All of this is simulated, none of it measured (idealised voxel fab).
voxel ribs on slabs: a process module
Xsec cut, 155 nm wide, square cell size 5 nm.
Just so we're on the same page, the cross-sections are grids of square cells, and they're listed out in bands top to bottom, each band one or more rows deep. In this notation a band is specified by the heights of its top and bottom, in that order and in nm, after which its materials appear from left to right, each paired with its width in nm. The word "edge to edge" attached to a single material means that material fills the band from edge to edge; the word "blank" stands for empty space. Height reference: 0 = level under which incoming wafer is all one material. Lowest band: no bottom, runs on downward, e.g. "from 0 down". Note: "30 to 40" means the width goes from the first number (top row of the band) to the second number (bottom row) in equal steps per row of cells. When a step is marked "all unchanged", none of the cells in the cross-section changed during that step. "Closed void table" - sealed voids, min. 8 cells, no opening to top; format: width x height at distance (distance from left edge; nm throughout). Anything after a step's settings on that line? It's the simulator's own note about the step. overlay nm: for a step with a mask, the amount by which the mask lay right of where it was planned; a negative amount means left of it.

Below is the list of planned process steps:
1 RECEIVE [material Si]
2 DIRECTIONAL_DEP [material SiO2] [thk nm 25]
3 DIRECTIONAL_DEP [material SiN] [thk nm 25]
4 DIRECTIONAL_DEP [material aC] [thk nm 10]
5 PATTERN [tone cover] [mask id RIB] [material resist] [width nm 25] [thk nm 25] [overlay nm 0]
6 DIRECTIONAL_ETCH [etch materials aC] [depth nm 10]
7 STRIP [etch materials resist]
8 DIRECTIONAL_ETCH [etch materials SiN] [depth nm 5]
9 STRIP [etch materials aC]
10 PATTERN [tone cover] [mask id SLAB] [material resist] [width nm 65] [thk nm 15] [overlay nm 0]
11 DIRECTIONAL_ETCH [etch materials SiN] [depth nm 20]
12 STRIP [etch materials resist]
13 FILL_DEP [material SiO2] [thk nm 20]
14 CMP [height nm 65]
15 DIRECTIONAL_DEP [material TiN] [thk nm 10]
16 DIRECTIONAL_DEP [material aC] [thk nm 10]
17 PATTERN [tone cover] [mask id HEATER] [material resist] [width nm 35] [thk nm 25] [overlay nm 0]
18 DIRECTIONAL_ETCH [etch materials aC] [depth nm 10]
19 STRIP [etch materials resist]
20 DIRECTIONAL_ETCH [etch materials TiN] [depth nm 10]
21 STRIP [etch materials aC]
22 CONFORMAL_DEP [material SiO2] [thk nm 5]

Delivered wafer in cross-section: state after step 1:
* from 0 down  Si edge to edge
* Closed void table: none

Wafer at module end, in section. Began as above, planned as above, run with one mistake:
* from 75 to 65  60 nm blank | 35 nm TiN | 60 nm blank
* from 65 to 50  SiO2 edge to edge
* from 50 to 45  65 nm SiO2 | 25 nm SiN | 65 nm SiO2
* from 45 to 25  45 nm SiO2 | 65 nm SiN | 45 nm SiO2
* from 25 to 0  SiO2 edge to edge
* from 0 down  Si edge to edge
* Closed void table: none
Here's what went sideways: with respect to the plan, step 22 was omitted and not executed
